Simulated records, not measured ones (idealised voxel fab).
process module | voxel spacer lines
cross-section cut | 265 nm wide | cells 5 nm
A cross-section is a grid of square cells, given in bands from the top down. A band is one or more rows of cells.
Each band's line starts with the height of the band's top and of its bottom, in nm. Then come its materials from left to right, each with its width in nm. One material with "throughout" fills the band from edge to edge. "air" is empty space.
Height 0 is the level under which the wafer as received is all one material. The lowest band goes on downwards, as in "0 down".
A width such as "30 to 40" changes by the same amount from each row of cells to the next, from the band's top row to its bottom row.
"no change" after a step means that no cell of the cross-section changed.
closed voids: empty space of 8 cells or more with no open way to the top, each as width x height at its distance from the left edge, in nm
after a step's settings: what the simulator itself notes on the step
overlay nm, on a step with a mask: how far to the right of its planned place the mask lay; to the left if negative
plan
1 op RECEIVE | material Si
2 op CONFORMAL_DEP | material Al2O3 | thk nm 5
3 op DIRECTIONAL_DEP | material W | thk nm 20
4 op DIRECTIONAL_DEP | material polySi | thk nm 25
5 op PATTERN | tone cover | mask id MANDREL | material resist | width nm 25 | pitch nm 80 | thk nm 30 | overlay nm 0
6 op DIRECTIONAL_ETCH | etch materials polySi | depth nm 25
7 op STRIP | etch materials resist
8 op CONFORMAL_DEP | material SiN | thk nm 15
9 op DIRECTIONAL_ETCH | etch materials SiN | depth nm 15
10 op STRIP | etch materials polySi
11 op DIRECTIONAL_ETCH | etch materials W | depth nm 20
12 op STRIP | etch materials SiN
13 op FILL_DEP | material SiO2 | thk nm 5
14 op CMP | height nm 25
first wafer, as planned
as received, after step 1
  0 down: Si throughout
  closed voids: none
after step 2
  5 to 0: Al2O3 throughout
  below 0: unchanged
after step 3
  25 to 5: W throughout
  below 5: unchanged
after step 4
  50 to 25: polySi throughout
  below 25: unchanged
after step 5
  80 to 50: air 40 | resist 25 | air 55 | resist 25 | air 55 | resist 25 | air 40
  below 50: unchanged
after step 6
  80 to 50: air 40 | resist 25 | air 55 | resist 25 | air 55 | resist 25 | air 40
  50 to 25: air 40 | polySi 25 | air 55 | polySi 25 | air 55 | polySi 25 | air 40
  below 25: unchanged
after step 7
  50 to 25: air 40 | polySi 25 | air 55 | polySi 25 | air 55 | polySi 25 | air 40
  below 25: unchanged
after step 8
  65 to 50: air 25 | SiN 55 | air 25 | SiN 55 | air 25 | SiN 55 | air 25
  50 to 40: air 25 | SiN 15 | polySi 25 | SiN 15 | air 25 | SiN 15 | polySi 25 | SiN 15 | air 25 | SiN 15 | polySi 25 | SiN 15 | air 25
  40 to 25: SiN 40 | polySi 25 | SiN 55 | polySi 25 | SiN 55 | polySi 25 | SiN 40
  below 25: unchanged
after step 9
  50 to 25: air 25 | SiN 15 | polySi 25 | SiN 15 | air 25 | SiN 15 | polySi 25 | SiN 15 | air 25 | SiN 15 | polySi 25 | SiN 15 | air 25
  below 25: unchanged
after step 10
  50 to 25: air 25 | SiN 15 | air 25 | SiN 15 | air 25 | SiN 15 | air 25 | SiN 15 | air 25 | SiN 15 | air 25 | SiN 15 | air 25
  below 25: unchanged
after step 11
  50 to 25: air 25 | SiN 15 | air 25 | SiN 15 | air 25 | SiN 15 | air 25 | SiN 15 | air 25 | SiN 15 | air 25 | SiN 15 | air 25
  25 to 5: air 25 | W 15 | air 25 | W 15 | air 25 | W 15 | air 25 | W 15 | air 25 | W 15 | air 25 | W 15 | air 25
  below 5: unchanged
after step 12
  25 to 5: air 25 | W 15 | air 25 | W 15 | air 25 | W 15 | air 25 | W 15 | air 25 | W 15 | air 25 | W 15 | air 25
  below 5: unchanged
after step 13
  30 to 25: SiO2 throughout
  25 to 5: SiO2 25 | W 15 | SiO2 25 | W 15 | SiO2 25 | W 15 | SiO2 25 | W 15 | SiO2 25 | W 15 | SiO2 25 | W 15 | SiO2 25
  below 5: unchanged
after step 14
  25 to 5: SiO2 25 | W 15 | SiO2 25 | W 15 | SiO2 25 | W 15 | SiO2 25 | W 15 | SiO2 25 | W 15 | SiO2 25 | W 15 | SiO2 25
  below 5: unchanged
second wafer: like start, like plan, one mistake. Through step 4 it matches the first wafer
when step 5 should have ended
  80 to 50: air 35 | resist 35 | air 45 | resist 35 | air 45 | resist 35 | air 35
  below 50: unchanged
when step 6 should have ended
  80 to 50: air 35 | resist 35 | air 45 | resist 35 | air 45 | resist 35 | air 35
  50 to 25: air 35 | polySi 35 | air 45 | polySi 35 | air 45 | polySi 35 | air 35
  below 25: unchanged
when step 7 should have ended
  50 to 25: air 35 | polySi 35 | air 45 | polySi 35 | air 45 | polySi 35 | air 35
  below 25: unchanged
when step 8 should have ended
  65 to 50: air 20 | SiN 65 | air 15 | SiN 65 | air 15 | SiN 65 | air 20
  50 to 40: air 20 | SiN 15 | polySi 35 | SiN 15 | air 15 | SiN 15 | polySi 35 | SiN 15 | air 15 | SiN 15 | polySi 35 | SiN 15 | air 20
  40 to 25: SiN 35 | polySi 35 | SiN 45 | polySi 35 | SiN 45 | polySi 35 | SiN 35
  below 25: unchanged
when step 9 should have ended
  50 to 25: air 20 | SiN 15 | polySi 35 | SiN 15 | air 15 | SiN 15 | polySi 35 | SiN 15 | air 15 | SiN 15 | polySi 35 | SiN 15 | air 20
  below 25: unchanged
when step 10 should have ended
  50 to 25: air 20 | SiN 15 | air 35 | SiN 15 | air 15 | SiN 15 | air 35 | SiN 15 | air 15 | SiN 15 | air 35 | SiN 15 | air 20
  below 25: unchanged
when step 11 should have ended
  50 to 25: air 20 | SiN 15 | air 35 | SiN 15 | air 15 | SiN 15 | air 35 | SiN 15 | air 15 | SiN 15 | air 35 | SiN 15 | air 20
  25 to 5: air 20 | W 15 | air 35 | W 15 | air 15 | W 15 | air 35 | W 15 | air 15 | W 15 | air 35 | W 15 | air 20
  below 5: unchanged
when step 12 should have ended
  25 to 5: air 20 | W 15 | air 35 | W 15 | air 15 | W 15 | air 35 | W 15 | air 15 | W 15 | air 35 | W 15 | air 20
  below 5: unchanged
when step 13 should have ended
  30 to 25: SiO2 throughout
  25 to 5: SiO2 20 | W 15 | SiO2 35 | W 15 | SiO2 15 | W 15 | SiO2 35 | W 15 | SiO2 15 | W 15 | SiO2 35 | W 15 | SiO2 20
  below 5: unchanged
when step 14 should have ended
  25 to 5: SiO2 20 | W 15 | SiO2 35 | W 15 | SiO2 15 | W 15 | SiO2 35 | W 15 | SiO2 15 | W 15 | SiO2 35 | W 15 | SiO2 20
  below 5: unchanged
what went wrong: step 5 ran as: op PATTERN | tone cover | mask id MANDREL | material resist | width nm 35 | pitch nm 80 | thk nm 30 | overlay nm 0
at the end the second wafer has, in cells: as many of each material as the first, in other places
